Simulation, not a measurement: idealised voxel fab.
This section sets out a process module, namely voxel capacitor over wiring.
The cross-section shown here is cut; it is 165 nm wide and divided into square cells measuring 5 nm on a side.
Bands, listed from the top down, are how a cross-section gets written in this document; the cross-section itself is a grid of square cells, and a band is one or more rows of them. This entry defines a band. It first specifies the height of the band's top and the height of its bottom in nm, and then specifies the band's materials from left to right, stating each material with its width in nm. The word "full width" identifies a single material that fills the band from edge to edge, while the word "empty" identifies empty space. Height 0 is the level under which the wafer as received is all one material. The lowest band goes on downwards, as in "top 0, no bottom". Read "30->40" as a graded width: first number on top, second number at the bottom, same change between each pair of neighbouring rows. "no change occurred" -> step changed no cross-section cell. "Sealed internal voids" specifies each empty space that is not open to the top and that occupies no fewer than 8 cells, using the form width x height at distance, the distance measured from the left edge and all three quantities in nm. Text after the settings on a step's line: the simulator's own remark on that step. "overlay nm" on a masked step: distance the mask lay right of its planned place, negative for left.
THE STEPS PLANNED FOR THE PROCESS ARE AS FOLLOWS
- 1: RECEIVE (material Si)
- 2: CONFORMAL_DEP (material SiO2; thk nm 10)
- 3: DIRECTIONAL_DEP (material TiN; thk nm 5)
- 4: DIRECTIONAL_DEP (material Ru; thk nm 25)
- 5: DIRECTIONAL_DEP (material aC; thk nm 15)
- 6: PATTERN (tone cover; mask id METAL_1; material resist; width nm 20; pitch nm 75; thk nm 35; overlay nm 0)
- 7: DIRECTIONAL_ETCH (etch materials aC; depth nm 15)
- 8: STRIP (etch materials resist)
- 9: DIRECTIONAL_ETCH (etch materials Ru; depth nm 25)
- 10: DIRECTIONAL_ETCH (etch materials TiN; depth nm 5)
- 11: STRIP (etch materials aC)
- 12: FILL_DEP (material SiO2; thk nm 10)
- 13: CMP (height nm 40)
- 14: CONFORMAL_DEP (material SiCN; thk nm 5)
- 15: DIRECTIONAL_DEP (material SiO2; thk nm 20)
- 16: DIRECTIONAL_DEP (material aC; thk nm 15)
- 17: PATTERN (tone open; mask id PLUG_1; material resist; width nm 15; thk nm 30; overlay nm 0)
- 18: DIRECTIONAL_ETCH (etch materials aC; depth nm 15)
- 19: STRIP (etch materials resist)
- 20: DIRECTIONAL_ETCH (etch materials SiO2; depth nm 20)
- 21: DIRECTIONAL_ETCH (etch materials SiCN; depth nm 5)
- 22: STRIP (etch materials aC)
- 23: EPI (material Ru; thk nm 10)
- 24: EPI (material Ru; thk nm 10)
- 25: EPI (material Ru; thk nm 5)
- 26: DIRECTIONAL_DEP (material TiN; thk nm 5)
- 27: DIRECTIONAL_DEP (material HfO2; thk nm 5)
- 28: DIRECTIONAL_DEP (material TiN; thk nm 10)
- 29: MASKED_ETCH (tone cover; mask id UPPER_PLATE; width nm 60; etch materials TiN; depth nm 10; overlay nm 0)
- 30: MASKED_ETCH (tone cover; mask id UPPER_PLATE; width nm 60; etch materials HfO2; depth nm 5; overlay nm 0)
- 31: MASKED_ETCH (tone cover; mask id LOWER_PLATE; width nm 70; etch materials TiN; depth nm 5; overlay nm 0)
- 32: FILL_DEP (material SiO2; thk nm 20)
- 33: CMP (height nm 100)
- 34: MASKED_ETCH (tone open; mask id PLUG_2; width nm 15; etch materials SiO2; depth nm 15; overlay nm 0)
- 35: CONFORMAL_DEP (material TiN; thk nm 5)
- 36: FILL_DEP (material Cu; thk nm 10)
- 37: CMP (height nm 100)
- 38: CONFORMAL_DEP (material SiN; thk nm 5)
FIRST WAFER, AS PLANNED
HERE'S WHAT THE WAFER LOOKED LIKE IN CROSS-SECTION WHEN IT ARRIVED - THAT'S AFTER STEP 1
	top 0, no bottom = Si full width
	Sealed internal voids: none
YOU'RE LOOKING AT A CROSS-SECTION OF THE WAFER AFTER STEP 2
	top 10, bottom 0 = SiO2 full width
	Anything lower than 0 is untouched.
YOU'RE LOOKING AT A CROSS-SECTION OF THE WAFER AFTER STEP 3
	top 15, bottom 10 = TiN full width
	Anything lower than 10 is untouched.
YOU'RE LOOKING AT A CROSS-SECTION OF THE WAFER AFTER STEP 4
	top 40, bottom 15 = Ru full width
	Anything lower than 15 is untouched.
YOU'RE LOOKING AT A CROSS-SECTION OF THE WAFER AFTER STEP 5
	top 55, bottom 40 = aC full width
	Anything lower than 40 is untouched.
YOU'RE LOOKING AT A CROSS-SECTION OF THE WAFER AFTER STEP 6
	top 90, bottom 55 = 35 of empty / 20 of resist / 55 of empty / 20 of resist / 35 of empty
	Anything lower than 55 is untouched.
YOU'RE LOOKING AT A CROSS-SECTION OF THE WAFER AFTER STEP 7
	top 75, bottom 55 = 35 of empty / 20 of resist / 55 of empty / 20 of resist / 35 of empty
	top 55, bottom 40 = 35 of empty / 20 of aC / 55 of empty / 20 of aC / 35 of empty
	Anything lower than 40 is untouched.
YOU'RE LOOKING AT A CROSS-SECTION OF THE WAFER AFTER STEP 8
	top 55, bottom 40 = 35 of empty / 20 of aC / 55 of empty / 20 of aC / 35 of empty
	Anything lower than 40 is untouched.
YOU'RE LOOKING AT A CROSS-SECTION OF THE WAFER AFTER STEP 9
	top 55, bottom 40 = 35 of empty / 20 of aC / 55 of empty / 20 of aC / 35 of empty
	top 40, bottom 15 = 35 of empty / 20 of Ru / 55 of empty / 20 of Ru / 35 of empty
	Anything lower than 15 is untouched.
YOU'RE LOOKING AT A CROSS-SECTION OF THE WAFER AFTER STEP 10
	top 55, bottom 40 = 35 of empty / 20 of aC / 55 of empty / 20 of aC / 35 of empty
	top 40, bottom 15 = 35 of empty / 20 of Ru / 55 of empty / 20 of Ru / 35 of empty
	top 15, bottom 10 = 35 of empty / 20 of TiN / 55 of empty / 20 of TiN / 35 of empty
	Anything lower than 10 is untouched.
YOU'RE LOOKING AT A CROSS-SECTION OF THE WAFER AFTER STEP 11
	top 40, bottom 15 = 35 of empty / 20 of Ru / 55 of empty / 20 of Ru / 35 of empty
	Anything lower than 15 is untouched.
YOU'RE LOOKING AT A CROSS-SECTION OF THE WAFER AFTER STEP 12
	top 50, bottom 40 = SiO2 full width
	top 40, bottom 15 = 35 of SiO2 / 20 of Ru / 55 of SiO2 / 20 of Ru / 35 of SiO2
	top 15, bottom 10 = 35 of SiO2 / 20 of TiN / 55 of SiO2 / 20 of TiN / 35 of SiO2
	Anything lower than 10 is untouched.
YOU'RE LOOKING AT A CROSS-SECTION OF THE WAFER AFTER STEP 13
	top 40, bottom 15 = 35 of SiO2 / 20 of Ru / 55 of SiO2 / 20 of Ru / 35 of SiO2
	Anything lower than 15 is untouched.
YOU'RE LOOKING AT A CROSS-SECTION OF THE WAFER AFTER STEP 14
	top 45, bottom 40 = SiCN full width
	Anything lower than 40 is untouched.
YOU'RE LOOKING AT A CROSS-SECTION OF THE WAFER AFTER STEP 15
	top 65, bottom 45 = SiO2 full width
	Anything lower than 45 is untouched.
YOU'RE LOOKING AT A CROSS-SECTION OF THE WAFER AFTER STEP 16
	top 80, bottom 65 = aC full width
	Anything lower than 65 is untouched.
YOU'RE LOOKING AT A CROSS-SECTION OF THE WAFER AFTER STEP 17
	top 110, bottom 80 = 40 of resist / 15 of empty / 110 of resist
	Anything lower than 80 is untouched.
YOU'RE LOOKING AT A CROSS-SECTION OF THE WAFER AFTER STEP 18
	top 95, bottom 80 = 40 of resist / 15 of empty / 110 of resist
	top 80, bottom 65 = 40 of aC / 15 of empty / 110 of aC
	Anything lower than 65 is untouched.
YOU'RE LOOKING AT A CROSS-SECTION OF THE WAFER AFTER STEP 19
	top 80, bottom 65 = 40 of aC / 15 of empty / 110 of aC
	Anything lower than 65 is untouched.
YOU'RE LOOKING AT A CROSS-SECTION OF THE WAFER AFTER STEP 20
	top 80, bottom 65 = 40 of aC / 15 of empty / 110 of aC
	top 65, bottom 45 = 40 of SiO2 / 15 of empty / 110 of SiO2
	Anything lower than 45 is untouched.
YOU'RE LOOKING AT A CROSS-SECTION OF THE WAFER AFTER STEP 21
	top 80, bottom 65 = 40 of aC / 15 of empty / 110 of aC
	top 65, bottom 45 = 40 of SiO2 / 15 of empty / 110 of SiO2
	top 45, bottom 40 = 40 of SiCN / 15 of empty / 110 of SiCN
	Anything lower than 40 is untouched.
YOU'RE LOOKING AT A CROSS-SECTION OF THE WAFER AFTER STEP 22
	top 65, bottom 45 = 40 of SiO2 / 15 of empty / 110 of SiO2
	Anything lower than 45 is untouched.
YOU'RE LOOKING AT A CROSS-SECTION OF THE WAFER AFTER STEP 23
	top 65, bottom 50 = 40 of SiO2 / 15 of empty / 110 of SiO2
	top 50, bottom 45 = 40 of SiO2 / 15 of Ru / 110 of SiO2
	top 45, bottom 40 = 40 of SiCN / 15 of Ru / 110 of SiCN
	Anything lower than 40 is untouched.
YOU'RE LOOKING AT A CROSS-SECTION OF THE WAFER AFTER STEP 24
	top 65, bottom 60 = 40 of SiO2 / 15 of empty / 110 of SiO2
	top 60, bottom 45 = 40 of SiO2 / 15 of Ru / 110 of SiO2
	Anything lower than 45 is untouched.
YOU'RE LOOKING AT A CROSS-SECTION OF THE WAFER AFTER STEP 25
	top 65, bottom 45 = 40 of SiO2 / 15 of Ru / 110 of SiO2
	Anything lower than 45 is untouched.
YOU'RE LOOKING AT A CROSS-SECTION OF THE WAFER AFTER STEP 26
	top 70, bottom 65 = TiN full width
	Anything lower than 65 is untouched.
YOU'RE LOOKING AT A CROSS-SECTION OF THE WAFER AFTER STEP 27
	top 75, bottom 70 = HfO2 full width
	Anything lower than 70 is untouched.
YOU'RE LOOKING AT A CROSS-SECTION OF THE WAFER AFTER STEP 28
	top 85, bottom 75 = TiN full width
	Anything lower than 75 is untouched.
YOU'RE LOOKING AT A CROSS-SECTION OF THE WAFER AFTER STEP 29
	top 85, bottom 75 = 40 of empty / 60 of TiN / 65 of empty
	Anything lower than 75 is untouched.
YOU'RE LOOKING AT A CROSS-SECTION OF THE WAFER AFTER STEP 30
	top 85, bottom 75 = 40 of empty / 60 of TiN / 65 of empty
	top 75, bottom 70 = 40 of empty / 60 of HfO2 / 65 of empty
	Anything lower than 70 is untouched.
YOU'RE LOOKING AT A CROSS-SECTION OF THE WAFER AFTER STEP 31
	top 85, bottom 75 = 40 of empty / 60 of TiN / 65 of empty
	top 75, bottom 70 = 40 of empty / 60 of HfO2 / 65 of empty
	top 70, bottom 65 = 35 of empty / 70 of TiN / 60 of empty
	Anything lower than 65 is untouched.
YOU'RE LOOKING AT A CROSS-SECTION OF THE WAFER AFTER STEP 32
	top 105, bottom 85 = SiO2 full width
	top 85, bottom 75 = 40 of SiO2 / 60 of TiN / 65 of SiO2
	top 75, bottom 70 = 40 of SiO2 / 60 of HfO2 / 65 of SiO2
	top 70, bottom 65 = 35 of SiO2 / 70 of TiN / 60 of SiO2
	Anything lower than 65 is untouched.
YOU'RE LOOKING AT A CROSS-SECTION OF THE WAFER AFTER STEP 33
	top 100, bottom 85 = SiO2 full width
	Anything lower than 85 is untouched.
YOU'RE LOOKING AT A CROSS-SECTION OF THE WAFER AFTER STEP 34
	top 100, bottom 85 = 50 of SiO2 / 15 of empty / 100 of SiO2
	Anything lower than 85 is untouched.
YOU'RE LOOKING AT A CROSS-SECTION OF THE WAFER AFTER STEP 35
	top 105, bottom 100 = 55 of TiN / 5 of empty / 105 of TiN
	top 100, bottom 90 = 50 of SiO2 / 5 of TiN / 5 of empty / 5 of TiN / 100 of SiO2
	top 90, bottom 85 = 50 of SiO2 / 15 of TiN / 100 of SiO2
	Anything lower than 85 is untouched.
YOU'RE LOOKING AT A CROSS-SECTION OF THE WAFER AFTER STEP 36
	top 115, bottom 105 = Cu full width
	top 105, bottom 100 = 55 of TiN / 5 of Cu / 105 of TiN
	top 100, bottom 90 = 50 of SiO2 / 5 of TiN / 5 of Cu / 5 of TiN / 100 of SiO2
	Anything lower than 90 is untouched.
YOU'RE LOOKING AT A CROSS-SECTION OF THE WAFER AFTER STEP 37
	top 100, bottom 90 = 50 of SiO2 / 5 of TiN / 5 of Cu / 5 of TiN / 100 of SiO2
	Anything lower than 90 is untouched.
YOU'RE LOOKING AT A CROSS-SECTION OF THE WAFER AFTER STEP 38
	top 105, bottom 100 = SiN full width
	Anything lower than 100 is untouched.
COMPANION WAFER, THE SECOND OF TWO: SAME BEGINNING, SAME INTENDED SEQUENCE, ONE MISTAKE IN CARRYING IT OUT; THROUGH STEP 36 INCLUSIVE IT TRACKS THE FIRST EXACTLY
Cross-section of the second wafer at the time step 37 of the plan should have ended: no change occurred
CROSS-SECTION OF THE SECOND WAFER AT THE TIME STEP 38 OF THE PLAN SHOULD HAVE ENDED
	top 120, bottom 115 = SiN full width
	Anything lower than 115 is untouched.
Processing error: skipped: plan step 37 (never run)
Count the cells at the end and the second wafer has more or fewer of some materials than the first: +67 Cu, +32 TiN
